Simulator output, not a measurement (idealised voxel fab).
You're looking at the process module voxel capacitor over wiring.
The cross-section on display is named cut; it measures 210 nm wide, and its cells are 5 nm squares.
Format of a cross-section: grid, square cells. Given as bands. Order: top down. Band: one or more rows of cells.
Top, bottom (nm), then materials left to right with widths (nm); lone material tagged "all across" fills the whole band edge to edge; "air" = empty space.
Basically, 0 is our baseline, since under it the wafer straight out of the box is all one material. The bottom band has no lower end and keeps on going down, so it looks like "0 nm and below".
The notation "30 to 40" denotes a width that varies across the rows of cells in the band, beginning at the first number in the top row, finishing at the second number in the bottom row, and changing by an identical amount from each row to the next.
You'll sometimes find "no alteration" written for a step, and that's the way of saying that nowhere in the cross-section did a cell change during that step.
Look at "Trapped void list" for the closed voids: empty spaces with no open path to the top, sized 8 cells or up. Each is width x height at distance, distance from the left edge, all nm.
Past the settings on a step's line: simulator remark, on that step.
"overlay nm", when on a step's line for a step with a mask, measures how far to the right of its planned place the mask lay; a negative measure means to the left.

PROCESS STEPS - PLAN
1,RECEIVE,material Si
2,CONFORMAL_DEP,material SiO2,thk nm 10
3,CONFORMAL_DEP,material SiCN,thk nm 5
4,DIRECTIONAL_DEP,material lowk,thk nm 15
5,MASKED_ETCH,tone open,mask id METAL_1,width nm 30,pitch nm 95,etch materials lowk,depth nm 15,overlay nm 0
6,MASKED_ETCH,tone open,mask id METAL_1,width nm 30,pitch nm 95,etch materials SiCN,depth nm 5,overlay nm 0
7,CONFORMAL_DEP,material TiN,thk nm 5
8,FILL_DEP,material Ru,thk nm 5
9,CMP,height nm 30
10,CONFORMAL_DEP,material SiCN,thk nm 5
11,DIRECTIONAL_DEP,material lowk,thk nm 15
12,PATTERN,tone open,mask id PLUG_1,material resist,width nm 15,thk nm 15,overlay nm 0
13,DIRECTIONAL_ETCH,etch materials lowk,depth nm 15
14,DIRECTIONAL_ETCH,etch materials SiCN,depth nm 5
15,STRIP,etch materials resist
16,CONFORMAL_DEP,material TiN,thk nm 5
17,FILL_DEP,material Ru,thk nm 10
18,CMP,height nm 50
19,DIRECTIONAL_DEP,material TiN,thk nm 5
20,DIRECTIONAL_DEP,material Al2O3,thk nm 5
21,DIRECTIONAL_DEP,material TiN,thk nm 5
22,PATTERN,tone cover,mask id UPPER_PLATE,material resist,width nm 70,thk nm 20,overlay nm 0
23,DIRECTIONAL_ETCH,etch materials TiN,depth nm 5
24,DIRECTIONAL_ETCH,etch materials Al2O3,depth nm 5
25,STRIP,etch materials resist
26,MASKED_ETCH,tone cover,mask id LOWER_PLATE,width nm 80,etch materials TiN,depth nm 5,overlay nm 0
27,FILL_DEP,material SiO2,thk nm 15
28,CMP,height nm 75
29,MASKED_ETCH,tone open,mask id PLUG_2,width nm 15,etch materials SiO2,depth nm 10,overlay nm 0
30,CONFORMAL_DEP,material TiN,thk nm 5
31,FILL_DEP,material W,thk nm 10
32,CMP,height nm 75
33,CONFORMAL_DEP,material SiCN,thk nm 5

CROSS-SECTION OF THE WAFER AS IT CAME TO US, I.E., ALREADY THROUGH STEP 1
	0 nm and below: Si all across
	Trapped void list: none

FIRST OF TWO WAFERS: CROSS-SECTION AT END OF MODULE, RUN PER PLAN
	80 nm to 75 nm: SiCN all across
	75 nm to 70 nm: SiO2 65 | TiN 5 | W 5 | TiN 5 | SiO2 130
	70 nm to 60 nm: SiO2 65 to 55 | TiN 15 to 70 | SiO2 130 to 85
	60 nm to 55 nm: SiO2 55 | Al2O3 70 | SiO2 85
	55 nm to 50 nm: SiO2 50 | TiN 80 | SiO2 80
	50 nm to 35 nm: lowk 55 | TiN 5 | Ru 5 | TiN 5 | lowk 140
	35 nm to 30 nm: SiCN 55 | TiN 15 | SiCN 140
	30 nm to 15 nm: lowk 40 | TiN 5 | Ru 20 | TiN 5 | lowk 65 | TiN 5 | Ru 20 | TiN 5 | lowk 45
	15 nm to 10 nm: SiCN 40 | TiN 30 | SiCN 65 | TiN 30 | SiCN 45
	10 nm to 0 nm: SiO2 all across
	0 nm and below: Si all across
	Trapped void list: none

WAFER TWO, SECTIONED AFTER THE MODULE: THE FIRST WAFER'S START, THE FIRST WAFER'S PLAN, AND ONE MISTAKE IN HOW IT WAS RUN
	80 nm to 75 nm: SiCN all across
	75 nm to 70 nm: SiO2 65 | TiN 5 | W 5 | TiN 5 | SiO2 130
	70 nm to 60 nm: SiO2 65 to 55 | TiN 15 to 70 | SiO2 130 to 85
	60 nm to 55 nm: SiO2 55 | Al2O3 70 | SiO2 85
	55 nm to 50 nm: SiO2 50 | TiN 80 | SiO2 80
	50 nm to 35 nm: lowk 50 | TiN 5 | Ru 5 | TiN 5 | lowk 145
	35 nm to 30 nm: SiCN 50 | TiN 15 | SiCN 145
	30 nm to 15 nm: lowk 40 | TiN 5 | Ru 20 | TiN 5 | lowk 65 | TiN 5 | Ru 20 | TiN 5 | lowk 45
	15 nm to 10 nm: SiCN 40 | TiN 30 | SiCN 65 | TiN 30 | SiCN 45
	10 nm to 0 nm: SiO2 all across
	0 nm and below: Si all across
	Trapped void list: none
Diagnosis: step 12 did not happen as planned, as run it was PATTERN,tone open,mask id PLUG_1,material resist,width nm 15,thk nm 15,overlay nm -5
Heads up: at the end the two wafers have identical cell counts per material, they're just laid out differently.
